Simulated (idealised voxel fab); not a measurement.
The document below concerns the process module designated voxel ribs on slabs.
It is cross-section cut that appears here, measuring 145 nm in width, its square cells being 5 nm in size.
Square cells in a grid make up a cross-section in this document, and the grid is given as bands, listed from the top down, each one or more rows of cells. In this notation a band is specified by the heights of its top and bottom, in that order and in nm, after which its materials appear from left to right, each paired with its width in nm. The word "throughout" attached to a single material means that material fills the band from edge to edge; the word "blank" stands for empty space. Below 0: as-received wafer, all one material; heights counted from there. Lowest band: no bottom, goes on down, written "0 down". A width given as "30..40" starts at the first number in the band's top row and ends at the second number in its bottom row, shifting by an equal amount at every step from row to row. Step note "no modifications" = no cross-section cell changed. "Enclosed void catalog" - sealed voids, min. 8 cells, no opening to top; format: width x height at distance (distance from left edge; nm throughout). On a step's line, text after the settings is the simulator commenting on that step. "overlay nm", when on a step's line for a step with a mask, measures how far to the right of its planned place the mask lay; a negative measure means to the left.

The steps planned for the process are as follows:
step 1: RECEIVE [material Si]
step 2: DIRECTIONAL_DEP [material SiO2] [thk nm 25]
step 3: DIRECTIONAL_DEP [material polySi] [thk nm 25]
step 4: PATTERN [tone cover] [mask id RIB] [material resist] [width nm 20] [thk nm 15] [overlay nm 0]
step 5: DIRECTIONAL_ETCH [etch materials polySi] [depth nm 15]
step 6: STRIP [etch materials resist]
step 7: MASKED_ETCH [tone cover] [mask id SLAB] [width nm 80] [etch materials polySi] [depth nm 10] [overlay nm 0]
step 8: FILL_DEP [material SiO2] [thk nm 15]
step 9: CMP [height nm 60]
step 10: DIRECTIONAL_DEP [material TiN] [thk nm 5]
step 11: PATTERN [tone cover] [mask id HEATER] [material resist] [width nm 30] [thk nm 20] [overlay nm 0]
step 12: DIRECTIONAL_ETCH [etch materials TiN] [depth nm 5]
step 13: STRIP [etch materials resist]
step 14: CONFORMAL_DEP [material SiN] [thk nm 5]

Here's what the wafer looked like in cross-section when it arrived - that's after step 1:
	0 down | Si throughout
	Enclosed void catalog: none

The first of two wafers, cross-sectioned at the end of the module, with the run proceeding as planned:
	70 to 65 | 50 nm blank  40 nm SiN  55 nm blank
	65 to 60 | 55 nm SiN  30 nm TiN  60 nm SiN
	60 to 50 | SiO2 throughout
	50 to 35 | 60 nm SiO2  20 nm polySi  65 nm SiO2
	35 to 25 | 30 nm SiO2  80 nm polySi  35 nm SiO2
	25 to 0 | SiO2 throughout
	0 down | Si throughout
	Enclosed void catalog: none

Here's the second of our two wafers sectioned at module end. Same start as the first, same plan, but one mistake got made running it:
	70 to 65 | 50 nm blank  40 nm SiN  55 nm blank
	65 to 60 | 55 nm SiN  30 nm TiN  60 nm SiN
	60 to 50 | SiO2 throughout
	50 to 35 | 60 nm SiO2  20 nm polySi  65 nm SiO2
	35 to 30 | 30 nm SiO2  80 nm polySi  35 nm SiO2
	30 to 25 | polySi throughout
	25 to 0 | SiO2 throughout
	0 down | Si throughout
	Enclosed void catalog: none
Want to know what went wrong? step 7 ran with different settings than intended, the actual operation and settings being MASKED_ETCH [tone cover] [mask id SLAB] [width nm 80] [etch materials polySi] [depth nm 5] [overlay nm 0]
Per the end-of-run cell counts, the second wafer holds more or fewer of some materials than the first: -13 SiO2, +13 polySi
